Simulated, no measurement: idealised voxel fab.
voxel self aligned contacts: a process module
Displayed cross-section: cut, width of 255 nm, square cells sized 5 nm.
Each cross-section below is a grid of square cells, stated as bands in top-down order, with one or more rows of cells making up each band.
Within each band entry, the heights of the top and of the bottom of the band appear first, in that order and in nm; the materials of the band then follow from left to right, each with its corresponding width in nm. The designation "everywhere" on a single material indicates that it fills the band from edge to edge; the designation "empty" indicates empty space.
Height 0 is the level under which the wafer as received is all one material. The lowest band goes on downwards, as in "from 0 down".
Quick explanation for "30->40": the width changes in equal steps down the rows of cells, from the first number in the band's top row to the second number in its bottom row.
Step marked "nothing different"? Then no cell in the cross-section changed in it.
The list in "Closed void list" covers empty spaces of 8 cells or more that cannot reach the top through any open way, and it gives each as width x height at distance; the distance is from the left edge, and width, height and distance are in nm.
Formally, on a step line, whatever follows the settings is a remark that the simulator itself makes on the step.
overlay nm: mask offset rightward from planned place, masked step; negative means leftward offset.

**These are the steps we planned for the process**
1: RECEIVE: material Si
2: OXIDIZE: depth nm 5
3: DIRECTIONAL_DEP: material polySi, thk nm 20
4: DIRECTIONAL_DEP: material SiN, thk nm 25
5: DIRECTIONAL_DEP: material aC, thk nm 10
6: PATTERN: tone cover, mask id GATE, material resist, width nm 30, pitch nm 65, thk nm 25, overlay nm 0
7: DIRECTIONAL_ETCH: etch materials aC, depth nm 10
8: STRIP: etch materials resist
9: DIRECTIONAL_ETCH: etch materials SiN, depth nm 25
10: DIRECTIONAL_ETCH: etch materials polySi, depth nm 20
11: STRIP: etch materials aC
12: CONFORMAL_DEP: material SiN, thk nm 10
13: DIRECTIONAL_ETCH: etch materials SiN, depth nm 10
14: FILL_DEP: material SiO2, thk nm 10
15: CMP: height nm 50
16: MASKED_ETCH: tone open, mask id CONTACT, width nm 45, etch materials SiO2, depth nm 55, overlay nm 0
17: CONFORMAL_DEP: material TiN, thk nm 5
18: FILL_DEP: material Ru, thk nm 5
19: CMP: height nm 50
20: CONFORMAL_DEP: material SiCN, thk nm 5

**Step 1 complete: cross-section of the wafer as received**
> from 0 down | Si everywhere
> Closed void list: none

**The first of two wafers, cross-sectioned at the end of the module, with the run proceeding as planned**
> from 55 to 50 | SiCN everywhere
> from 50 to 45 | 105 SiO2; 20 TiN; 5 Ru; 20 TiN; 105 SiO2
> from 45 to 20 | 70 SiO2; 50 SiN; 5 TiN; 5 Ru; 5 TiN; 50 SiN; 70 SiO2
> from 20 to 0 | 70 SiO2; 10 SiN; 30 polySi; 10 SiN; 5 TiN; 5 Ru; 5 TiN; 10 SiN; 30 polySi; 10 SiN; 70 SiO2
> from 0 to -5 | 120 SiO2; 15 TiN; 120 SiO2
> from -5 down | Si everywhere
> Closed void list: none

**Wafer two (of two), end-of-module cross-section: start = wafer one, plan = wafer one, one run mistake**
> from 55 to 50 | SiCN everywhere
> from 50 to 45 | 105 SiO2; 10 TiN; 5 Ru; 30 TiN; 105 SiO2
> from 45 to 20 | 60 SiO2; 50 SiN; 5 TiN; 5 Ru; 5 TiN; 50 SiN; 80 SiO2
> from 20 to 0 | 60 SiO2; 10 SiN; 30 polySi; 10 SiN; 5 TiN; 5 Ru; 5 TiN; 10 SiN; 30 polySi; 10 SiN; 80 SiO2
> from 0 to -5 | 110 SiO2; 15 TiN; 130 SiO2
> from -5 down | Si everywhere
> Closed void list: none
Against the plan, the run slipped here: heads up, step 6 didn't go per plan, it actually ran as PATTERN: tone cover, mask id GATE, material resist, width nm 30, pitch nm 65, thk nm 25, overlay nm -10
The two final wafers agree on how many cells each material fills and disagree on which cells those are.
